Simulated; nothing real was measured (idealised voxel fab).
Documented hereafter: the process module known as voxel released beams.
cross-section cut | 285 nm wide | cells 5 nm
Cross-section layout: square cells on a grid; listed as bands, top to bottom; a band spans one or more cell rows.
Look at the band entry: it leads with the top's height and the bottom's height in nm. Then it lists the materials left to right, with a width in nm for each. The word "all across" on a single material says that material fills the band edge to edge. The word "air" is empty space.
Ref level 0: as-received wafer is one material below here. Bottom band extends down with no lower bound ("0..down").
A width such as "30 to 40" changes by the same amount from each row of cells to the next, from the band's top row to its bottom row.
When a step is marked "identical to before", none of the cells in the cross-section changed during that step.
Under "Sealed void inventory" you'll find the enclosed gaps, the ones with no way out to the top, that are 8 cells or bigger; each reads width x height at distance, with distance counted from the left edge, everything in nm.
Anything after a step's settings on that line? It's the simulator's own note about the step.
"overlay nm", when on a step's line for a step with a mask, measures how far to the right of its planned place the mask lay; a negative measure means to the left.
### Process steps - plan
- 1: RECEIVE | material Si
- 2: CONFORMAL_DEP | material SiN | thk nm 10
- 3: DIRECTIONAL_DEP | material SiO2 | thk nm 10
- 4: MASKED_ETCH | tone open | mask id ANCHOR | width nm 30 | etch materials SiO2 | depth nm 10 | overlay nm -15
- 5: CONFORMAL_DEP | material polySi | thk nm 10
- 6: DIRECTIONAL_DEP | material aC | thk nm 15
- 7: PATTERN | tone cover | mask id BEAM | material resist | width nm 110 | thk nm 30 | overlay nm 0
- 8: DIRECTIONAL_ETCH | etch materials aC | depth nm 15
- 9: STRIP | etch materials resist
- 10: DIRECTIONAL_ETCH | etch materials polySi | depth nm 10
- 11: STRIP | etch materials aC
- 12: STRIP | etch materials SiO2
All wafers enter the flow in the same state. The overlay nm at step 4 differs from wafer to wafer, and the plan gives the value for the first wafer.
### Cut through the first of several wafers as received, post step 1
0..down  Si all across
Sealed void inventory: none
### The following table contains a row per wafer, in which are reported, at the conclusion of the module, the cells of each material gained (+) or lost (-) since the wafer's receipt, with its closed voids given thereafter
overlay nm -15 | +114 SiN | +52 polySi | Sealed void inventory: none
overlay nm -10 | +114 SiN | +52 polySi | Sealed void inventory: none
overlay nm -5 | +114 SiN | +52 polySi | Sealed void inventory: none
overlay nm 0 | +114 SiN | +52 polySi | Sealed void inventory: none
overlay nm 5 | +114 SiN | +52 polySi | Sealed void inventory: none
overlay nm 10 | +114 SiN | +52 polySi | Sealed void inventory: none
overlay nm 15 | +114 SiN | +52 polySi | Sealed void inventory: none
